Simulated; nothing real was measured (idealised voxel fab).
This section sets out a process module, namely voxel wiring stack.
Xsec cut, 235 nm wide, square cell size 5 nm.
In this document a cross-section is written as a grid of square cells. It is given as a series of bands, listed from the top down, and a band is one or more rows of cells.
What a band's entry tells you: where the top is and where the bottom is, as heights in nm, and after that what lies inside, material by material from left to right, each with its width in nm. Empty space is written as the word "blank", and a single material marked with the word "full width" occupies the band from edge to edge.
Measure heights from 0. That's the level where, below it, the as-received wafer is all one material. The lowest band is bottomless and extends downward; write it as in "top 0, no bottom".
With a width like "30 to 40", each row of cells in the band differs from the next by the same amount, the top row carrying the first number and the bottom row the second.
You'll sometimes find "no change" written for a step, and that's the way of saying that nowhere in the cross-section did a cell change during that step.
Under "Voids lacking openings" you'll find the enclosed gaps, the ones with no way out to the top, that are 8 cells or bigger; each reads width x height at distance, with distance counted from the left edge, everything in nm.
Heads up: the bit after the settings on a step's line is the simulator's remark on that step.
overlay nm: on a step with a mask, how far right of its planned place the mask lay; negative means left.

[This section lists the process steps that were planned]
1. RECEIVE | material Si
2. CONFORMAL_DEP | material SiO2 | thk nm 10
3. DIRECTIONAL_DEP | material TiN | thk nm 5
4. DIRECTIONAL_DEP | material W | thk nm 15
5. MASKED_ETCH | tone cover | mask id METAL_1 | width nm 20 | pitch nm 50 | etch materials W | depth nm 15 | overlay nm 0
6. MASKED_ETCH | tone cover | mask id METAL_1 | width nm 20 | pitch nm 50 | etch materials TiN | depth nm 5 | overlay nm 0
7. FILL_DEP | material SiO2 | thk nm 10
8. CMP | height nm 30
9. CONFORMAL_DEP | material SiCN | thk nm 5
10. DIRECTIONAL_DEP | material lowk | thk nm 25
11. MASKED_ETCH | tone open | mask id METAL_2 | width nm 20 | pitch nm 50 | etch materials lowk | depth nm 15 | overlay nm 0
12. PATTERN | tone open | mask id METAL_2_HOLES | material resist | width nm 15 | pitch nm 50 | thk nm 15 | overlay nm 0
13. DIRECTIONAL_ETCH | etch materials lowk | depth nm 10
14. DIRECTIONAL_ETCH | etch materials SiCN | depth nm 5
15. STRIP | etch materials resist
16. CONFORMAL_DEP | material TiN | thk nm 5
17. FILL_DEP | material Ru | thk nm 5
18. CMP | height nm 60
19. CONFORMAL_DEP | material SiCN | thk nm 5
20. DIRECTIONAL_DEP | material SiO2 | thk nm 20
21. MASKED_ETCH | tone open | mask id PLUG_2 | width nm 15 | pitch nm 100 | etch materials SiO2 | depth nm 20 | overlay nm 0
22. MASKED_ETCH | tone open | mask id PLUG_2 | width nm 15 | pitch nm 100 | etch materials SiCN | depth nm 5 | overlay nm 0
23. CONFORMAL_DEP | material TiN | thk nm 5
24. FILL_DEP | material Cu | thk nm 5
25. CMP | height nm 85
26. CONFORMAL_DEP | material SiN | thk nm 5
27. DIRECTIONAL_DEP | material lowk | thk nm 20
28. DIRECTIONAL_DEP | material aC | thk nm 10
29. PATTERN | tone open | mask id METAL_3 | material resist | width nm 20 | pitch nm 50 | thk nm 30 | overlay nm 0
30. DIRECTIONAL_ETCH | etch materials aC | depth nm 10
31. STRIP | etch materials resist
32. DIRECTIONAL_ETCH | etch materials lowk | depth nm 20
33. DIRECTIONAL_ETCH | etch materials SiN | depth nm 5
34. STRIP | etch materials aC
35. CONFORMAL_DEP | material TiN | thk nm 5
36. FILL_DEP | material Cu | thk nm 5
37. CMP | height nm 110
38. EPI | material Ru | thk nm 5
39. FILL_DEP | material SiCN | thk nm 5

[The first wafer of two, processed as planned]

[as received, after step 1]
top 0, no bottom = Si full width
Voids lacking openings: none

[Cross-sectional representation of the wafer at the conclusion of step 2]
top 10, bottom 0 = SiO2 full width
Below 0 it's all the same as before, nothing changed down there.

[Cross-sectional representation of the wafer at the conclusion of step 3]
top 15, bottom 10 = TiN full width
Below 10 it's all the same as before, nothing changed down there.

[Cross-sectional representation of the wafer at the conclusion of step 4]
top 30, bottom 15 = W full width
Below 15 it's all the same as before, nothing changed down there.

[Cross-sectional representation of the wafer at the conclusion of step 5]
top 30, bottom 15 = blank 30 / W 20 / blank 30 / W 20 / blank 30 / W 20 / blank 30 / W 20 / blank 35
Below 15 it's all the same as before, nothing changed down there.

[Cross-sectional representation of the wafer at the conclusion of step 6]
top 30, bottom 15 = blank 30 / W 20 / blank 30 / W 20 / blank 30 / W 20 / blank 30 / W 20 / blank 35
top 15, bottom 10 = blank 30 / TiN 20 / blank 30 / TiN 20 / blank 30 / TiN 20 / blank 30 / TiN 20 / blank 35
Below 10 it's all the same as before, nothing changed down there.

[Cross-sectional representation of the wafer at the conclusion of step 7]
top 40, bottom 30 = SiO2 full width
top 30, bottom 15 = SiO2 30 / W 20 / SiO2 30 / W 20 / SiO2 30 / W 20 / SiO2 30 / W 20 / SiO2 35
top 15, bottom 10 = SiO2 30 / TiN 20 / SiO2 30 / TiN 20 / SiO2 30 / TiN 20 / SiO2 30 / TiN 20 / SiO2 35
Below 10 it's all the same as before, nothing changed down there.

[Cross-sectional representation of the wafer at the conclusion of step 8]
top 30, bottom 15 = SiO2 30 / W 20 / SiO2 30 / W 20 / SiO2 30 / W 20 / SiO2 30 / W 20 / SiO2 35
Below 15 it's all the same as before, nothing changed down there.

[Cross-sectional representation of the wafer at the conclusion of step 9]
top 35, bottom 30 = SiCN full width
Below 30 it's all the same as before, nothing changed down there.

[Cross-sectional representation of the wafer at the conclusion of step 10]
top 60, bottom 35 = lowk full width
Below 35 it's all the same as before, nothing changed down there.

[Cross-sectional representation of the wafer at the conclusion of step 11]
top 60, bottom 45 = lowk 30 / blank 20 / lowk 30 / blank 20 / lowk 30 / blank 20 / lowk 30 / blank 20 / lowk 35
Below 45 it's all the same as before, nothing changed down there.

[Cross-sectional representation of the wafer at the conclusion of step 12]
top 75, bottom 60 = resist 30 / blank 15 / resist 35 / blank 15 / resist 35 / blank 15 / resist 35 / blank 15 / resist 40
top 60, bottom 45 = lowk 30 / blank 15 / resist 5 / lowk 30 / blank 15 / resist 5 / lowk 30 / blank 15 / resist 5 / lowk 30 / blank 15 / resist 5 / lowk 35
Below 45 it's all the same as before, nothing changed down there.

[Cross-sectional representation of the wafer at the conclusion of step 13]
top 75, bottom 60 = resist 30 / blank 15 / resist 35 / blank 15 / resist 35 / blank 15 / resist 35 / blank 15 / resist 40
top 60, bottom 45 = lowk 30 / blank 15 / resist 5 / lowk 30 / blank 15 / resist 5 / lowk 30 / blank 15 / resist 5 / lowk 30 / blank 15 / resist 5 / lowk 35
top 45, bottom 35 = lowk 30 / blank 15 / lowk 35 / blank 15 / lowk 35 / blank 15 / lowk 35 / blank 15 / lowk 40
Below 35 it's all the same as before, nothing changed down there.

[Cross-sectional representation of the wafer at the conclusion of step 14]
top 75, bottom 60 = resist 30 / blank 15 / resist 35 / blank 15 / resist 35 / blank 15 / resist 35 / blank 15 / resist 40
top 60, bottom 45 = lowk 30 / blank 15 / resist 5 / lowk 30 / blank 15 / resist 5 / lowk 30 / blank 15 / resist 5 / lowk 30 / blank 15 / resist 5 / lowk 35
top 45, bottom 35 = lowk 30 / blank 15 / lowk 35 / blank 15 / lowk 35 / blank 15 / lowk 35 / blank 15 / lowk 40
top 35, bottom 30 = SiCN 30 / blank 15 / SiCN 35 / blank 15 / SiCN 35 / blank 15 / SiCN 35 / blank 15 / SiCN 40
Below 30 it's all the same as before, nothing changed down there.

[Cross-sectional representation of the wafer at the conclusion of step 15]
top 60, bottom 45 = lowk 30 / blank 20 / lowk 30 / blank 20 / lowk 30 / blank 20 / lowk 30 / blank 20 / lowk 35
Below 45 it's all the same as before, nothing changed down there.

[Cross-sectional representation of the wafer at the conclusion of step 16]
top 65, bottom 60 = TiN 35 / blank 10 / TiN 40 / blank 10 / TiN 40 / blank 10 / TiN 40 / blank 10 / TiN 40
top 60, bottom 50 = lowk 30 / TiN 5 / blank 10 / TiN 5 / lowk 30 / TiN 5 / blank 10 / TiN 5 / lowk 30 / TiN 5 / blank 10 / TiN 5 / lowk 30 / TiN 5 / blank 10 / TiN 5 / lowk 35
top 50, bottom 45 = lowk 30 / TiN 5 / blank 5 / TiN 10 / lowk 30 / TiN 5 / blank 5 / TiN 10 / lowk 30 / TiN 5 / blank 5 / TiN 10 / lowk 30 / TiN 5 / blank 5 / TiN 10 / lowk 35
top 45, bottom 35 = lowk 30 / TiN 5 / blank 5 / TiN 5 / lowk 35 / TiN 5 / blank 5 / TiN 5 / lowk 35 / TiN 5 / blank 5 / TiN 5 / lowk 35 / TiN 5 / blank 5 / TiN 5 / lowk 40
top 35, bottom 30 = SiCN 30 / TiN 15 / SiCN 35 / TiN 15 / SiCN 35 / TiN 15 / SiCN 35 / TiN 15 / SiCN 40
Below 30 it's all the same as before, nothing changed down there.

[Cross-sectional representation of the wafer at the conclusion of step 17]
top 70, bottom 65 = Ru full width
top 65, bottom 60 = TiN 35 / Ru 10 / TiN 40 / Ru 10 / TiN 40 / Ru 10 / TiN 40 / Ru 10 / TiN 40
top 60, bottom 50 = lowk 30 / TiN 5 / Ru 10 / TiN 5 / lowk 30 / TiN 5 / Ru 10 / TiN 5 / lowk 30 / TiN 5 / Ru 10 / TiN 5 / lowk 30 / TiN 5 / Ru 10 / TiN 5 / lowk 35
top 50, bottom 45 = lowk 30 / TiN 5 / Ru 5 / TiN 10 / lowk 30 / TiN 5 / Ru 5 / TiN 10 / lowk 30 / TiN 5 / Ru 5 / TiN 10 / lowk 30 / TiN 5 / Ru 5 / TiN 10 / lowk 35
top 45, bottom 35 = lowk 30 / TiN 5 / Ru 5 / TiN 5 / lowk 35 / TiN 5 / Ru 5 / TiN 5 / lowk 35 / TiN 5 / Ru 5 / TiN 5 / lowk 35 / TiN 5 / Ru 5 / TiN 5 / lowk 40
Below 35 it's all the same as before, nothing changed down there.

[Cross-sectional representation of the wafer at the conclusion of step 18]
top 60, bottom 50 = lowk 30 / TiN 5 / Ru 10 / TiN 5 / lowk 30 / TiN 5 / Ru 10 / TiN 5 / lowk 30 / TiN 5 / Ru 10 / TiN 5 / lowk 30 / TiN 5 / Ru 10 / TiN 5 / lowk 35
Below 50 it's all the same as before, nothing changed down there.

[Cross-sectional representation of the wafer at the conclusion of step 19]
top 65, bottom 60 = SiCN full width
Below 60 it's all the same as before, nothing changed down there.

[Cross-sectional representation of the wafer at the conclusion of step 20]
top 85, bottom 65 = SiO2 full width
Below 65 it's all the same as before, nothing changed down there.

[Cross-sectional representation of the wafer at the conclusion of step 21]
top 85, bottom 65 = SiO2 30 / blank 15 / SiO2 85 / blank 15 / SiO2 90
Below 65 it's all the same as before, nothing changed down there.

[Cross-sectional representation of the wafer at the conclusion of step 22]
top 85, bottom 65 = SiO2 30 / blank 15 / SiO2 85 / blank 15 / SiO2 90
top 65, bottom 60 = SiCN 30 / blank 15 / SiCN 85 / blank 15 / SiCN 90
Below 60 it's all the same as before, nothing changed down there.

[Cross-sectional representation of the wafer at the conclusion of step 23]
top 90, bottom 85 = TiN 35 / blank 5 / TiN 95 / blank 5 / TiN 95
top 85, bottom 65 = SiO2 30 / TiN 5 / blank 5 / TiN 5 / SiO2 85 / TiN 5 / blank 5 / TiN 5 / SiO2 90
top 65, bottom 60 = SiCN 30 / TiN 15 / SiCN 85 / TiN 15 / SiCN 90
Below 60 it's all the same as before, nothing changed down there.

[Cross-sectional representation of the wafer at the conclusion of step 24]
top 95, bottom 90 = Cu full width
top 90, bottom 85 = TiN 35 / Cu 5 / TiN 95 / Cu 5 / TiN 95
top 85, bottom 65 = SiO2 30 / TiN 5 / Cu 5 / TiN 5 / SiO2 85 / TiN 5 / Cu 5 / TiN 5 / SiO2 90
Below 65 it's all the same as before, nothing changed down there.

[Cross-sectional representation of the wafer at the conclusion of step 25]
top 85, bottom 65 = SiO2 30 / TiN 5 / Cu 5 / TiN 5 / SiO2 85 / TiN 5 / Cu 5 / TiN 5 / SiO2 90
Below 65 it's all the same as before, nothing changed down there.

[Cross-sectional representation of the wafer at the conclusion of step 26]
top 90, bottom 85 = SiN full width
Below 85 it's all the same as before, nothing changed down there.

[Cross-sectional representation of the wafer at the conclusion of step 27]
top 110, bottom 90 = lowk full width
Below 90 it's all the same as before, nothing changed down there.

[Cross-sectional representation of the wafer at the conclusion of step 28]
top 120, bottom 110 = aC full width
Below 110 it's all the same as before, nothing changed down there.

[Cross-sectional representation of the wafer at the conclusion of step 29]
top 150, bottom 120 = resist 30 / blank 20 / resist 30 / blank 20 / resist 30 / blank 20 / resist 30 / blank 20 / resist 35
Below 120 it's all the same as before, nothing changed down there.

[Cross-sectional representation of the wafer at the conclusion of step 30]
top 140, bottom 120 = resist 30 / blank 20 / resist 30 / blank 20 / resist 30 / blank 20 / resist 30 / blank 20 / resist 35
top 120, bottom 110 = aC 30 / blank 20 / aC 30 / blank 20 / aC 30 / blank 20 / aC 30 / blank 20 / aC 35
Below 110 it's all the same as before, nothing changed down there.

[Cross-sectional representation of the wafer at the conclusion of step 31]
top 120, bottom 110 = aC 30 / blank 20 / aC 30 / blank 20 / aC 30 / blank 20 / aC 30 / blank 20 / aC 35
Below 110 it's all the same as before, nothing changed down there.

[Cross-sectional representation of the wafer at the conclusion of step 32]
top 120, bottom 110 = aC 30 / blank 20 / aC 30 / blank 20 / aC 30 / blank 20 / aC 30 / blank 20 / aC 35
top 110, bottom 90 = lowk 30 / blank 20 / lowk 30 / blank 20 / lowk 30 / blank 20 / lowk 30 / blank 20 / lowk 35
Below 90 it's all the same as before, nothing changed down there.

[Cross-sectional representation of the wafer at the conclusion of step 33]
top 120, bottom 110 = aC 30 / blank 20 / aC 30 / blank 20 / aC 30 / blank 20 / aC 30 / blank 20 / aC 35
top 110, bottom 90 = lowk 30 / blank 20 / lowk 30 / blank 20 / lowk 30 / blank 20 / lowk 30 / blank 20 / lowk 35
top 90, bottom 85 = SiN 30 / blank 20 / SiN 30 / blank 20 / SiN 30 / blank 20 / SiN 30 / blank 20 / SiN 35
Below 85 it's all the same as before, nothing changed down there.

[Cross-sectional representation of the wafer at the conclusion of step 34]
top 110, bottom 90 = lowk 30 / blank 20 / lowk 30 / blank 20 / lowk 30 / blank 20 / lowk 30 / blank 20 / lowk 35
Below 90 it's all the same as before, nothing changed down there.

[Cross-sectional representation of the wafer at the conclusion of step 35]
top 115, bottom 110 = TiN 35 / blank 10 / TiN 40 / blank 10 / TiN 40 / blank 10 / TiN 40 / blank 10 / TiN 40
top 110, bottom 90 = lowk 30 / TiN 5 / blank 10 / TiN 5 / lowk 30 / TiN 5 / blank 10 / TiN 5 / lowk 30 / TiN 5 / blank 10 / TiN 5 / lowk 30 / TiN 5 / blank 10 / TiN 5 / lowk 35
top 90, bottom 85 = SiN 30 / TiN 20 / SiN 30 / TiN 20 / SiN 30 / TiN 20 / SiN 30 / TiN 20 / SiN 35
Below 85 it's all the same as before, nothing changed down there.

[Cross-sectional representation of the wafer at the conclusion of step 36]
top 120, bottom 115 = Cu full width
top 115, bottom 110 = TiN 35 / Cu 10 / TiN 40 / Cu 10 / TiN 40 / Cu 10 / TiN 40 / Cu 10 / TiN 40
top 110, bottom 90 = lowk 30 / TiN 5 / Cu 10 / TiN 5 / lowk 30 / TiN 5 / Cu 10 / TiN 5 / lowk 30 / TiN 5 / Cu 10 / TiN 5 / lowk 30 / TiN 5 / Cu 10 / TiN 5 / lowk 35
Below 90 it's all the same as before, nothing changed down there.

[Cross-sectional representation of the wafer at the conclusion of step 37]
top 110, bottom 90 = lowk 30 / TiN 5 / Cu 10 / TiN 5 / lowk 30 / TiN 5 / Cu 10 / TiN 5 / lowk 30 / TiN 5 / Cu 10 / TiN 5 / lowk 30 / TiN 5 / Cu 10 / TiN 5 / lowk 35
Below 90 it's all the same as before, nothing changed down there.

[Cross-sectional representation of the wafer at the conclusion of step 38]
top 115, bottom 110 = blank 25 / Ru 30 / blank 20 / Ru 30 / blank 20 / Ru 30 / blank 20 / Ru 30 / blank 30
Below 110 it's all the same as before, nothing changed down there.

[Cross-sectional representation of the wafer at the conclusion of step 39]
top 120, bottom 115 = SiCN full width
top 115, bottom 110 = SiCN 25 / Ru 30 / SiCN 20 / Ru 30 / SiCN 20 / Ru 30 / SiCN 20 / Ru 30 / SiCN 30
Below 110 it's all the same as before, nothing changed down there.

[Second wafer. Start and plan as for the first. One mistake made in running. Agrees with the first up to and including step 28]

[At the planned end of step 29, the second wafer in cross-section]
top 150, bottom 120 = blank 30 / resist 20 / blank 30 / resist 20 / blank 30 / resist 20 / blank 30 / resist 20 / blank 35
Below 120 it's all the same as before, nothing changed down there.

[At the planned end of step 30, the second wafer in cross-section]
top 140, bottom 120 = blank 30 / resist 20 / blank 30 / resist 20 / blank 30 / resist 20 / blank 30 / resist 20 / blank 35
top 120, bottom 110 = blank 30 / aC 20 / blank 30 / aC 20 / blank 30 / aC 20 / blank 30 / aC 20 / blank 35
Below 110 it's all the same as before, nothing changed down there.

[At the planned end of step 31, the second wafer in cross-section]
top 120, bottom 110 = blank 30 / aC 20 / blank 30 / aC 20 / blank 30 / aC 20 / blank 30 / aC 20 / blank 35
Below 110 it's all the same as before, nothing changed down there.

[At the planned end of step 32, the second wafer in cross-section]
top 120, bottom 110 = blank 30 / aC 20 / blank 30 / aC 20 / blank 30 / aC 20 / blank 30 / aC 20 / blank 35
top 110, bottom 90 = blank 30 / lowk 20 / blank 30 / lowk 20 / blank 30 / lowk 20 / blank 30 / lowk 20 / blank 35
Below 90 it's all the same as before, nothing changed down there.

[At the planned end of step 33, the second wafer in cross-section]
top 120, bottom 110 = blank 30 / aC 20 / blank 30 / aC 20 / blank 30 / aC 20 / blank 30 / aC 20 / blank 35
top 110, bottom 90 = blank 30 / lowk 20 / blank 30 / lowk 20 / blank 30 / lowk 20 / blank 30 / lowk 20 / blank 35
top 90, bottom 85 = blank 30 / SiN 20 / blank 30 / SiN 20 / blank 30 / SiN 20 / blank 30 / SiN 20 / blank 35
Below 85 it's all the same as before, nothing changed down there.

[At the planned end of step 34, the second wafer in cross-section]
top 110, bottom 90 = blank 30 / lowk 20 / blank 30 / lowk 20 / blank 30 / lowk 20 / blank 30 / lowk 20 / blank 35
Below 90 it's all the same as before, nothing changed down there.

[At the planned end of step 35, the second wafer in cross-section]
top 115, bottom 110 = blank 25 / TiN 30 / blank 20 / TiN 30 / blank 20 / TiN 30 / blank 20 / TiN 30 / blank 30
top 110, bottom 90 = blank 25 / TiN 5 / lowk 20 / TiN 5 / blank 20 / TiN 5 / lowk 20 / TiN 5 / blank 20 / TiN 5 / lowk 20 / TiN 5 / blank 20 / TiN 5 / lowk 20 / TiN 5 / blank 30
top 90, bottom 85 = TiN 30 / SiN 20 / TiN 30 / SiN 20 / TiN 30 / SiN 20 / TiN 30 / SiN 20 / TiN 35
Below 85 it's all the same as before, nothing changed down there.

[At the planned end of step 36, the second wafer in cross-section]
top 120, bottom 115 = Cu full width
top 115, bottom 110 = Cu 25 / TiN 30 / Cu 20 / TiN 30 / Cu 20 / TiN 30 / Cu 20 / TiN 30 / Cu 30
top 110, bottom 90 = Cu 25 / TiN 5 / lowk 20 / TiN 5 / Cu 20 / TiN 5 / lowk 20 / TiN 5 / Cu 20 / TiN 5 / lowk 20 / TiN 5 / Cu 20 / TiN 5 / lowk 20 / TiN 5 / Cu 30
Below 90 it's all the same as before, nothing changed down there.

[At the planned end of step 37, the second wafer in cross-section]
top 110, bottom 90 = Cu 25 / TiN 5 / lowk 20 / TiN 5 / Cu 20 / TiN 5 / lowk 20 / TiN 5 / Cu 20 / TiN 5 / lowk 20 / TiN 5 / Cu 20 / TiN 5 / lowk 20 / TiN 5 / Cu 30
Below 90 it's all the same as before, nothing changed down there.

[At the planned end of step 38, the second wafer in cross-section]
top 115, bottom 110 = Ru 35 / blank 10 / Ru 40 / blank 10 / Ru 40 / blank 10 / Ru 40 / blank 10 / Ru 40
Below 110 it's all the same as before, nothing changed down there.

[At the planned end of step 39, the second wafer in cross-section]
top 120, bottom 115 = SiCN full width
top 115, bottom 110 = Ru 35 / SiCN 10 / Ru 40 / SiCN 10 / Ru 40 / SiCN 10 / Ru 40 / SiCN 10 / Ru 40
Below 110 it's all the same as before, nothing changed down there.
What broke from the plan during processing? heads up, step 29 didn't go per plan, it actually ran as PATTERN | tone cover | mask id METAL_3 | material resist | width nm 20 | pitch nm 50 | thk nm 30 | overlay nm 0
At the finish, the second wafer shows more or fewer cells for some materials than the first does: Cu +60, Ru +15, SiCN -15, SiN -15, TiN +15, lowk -60
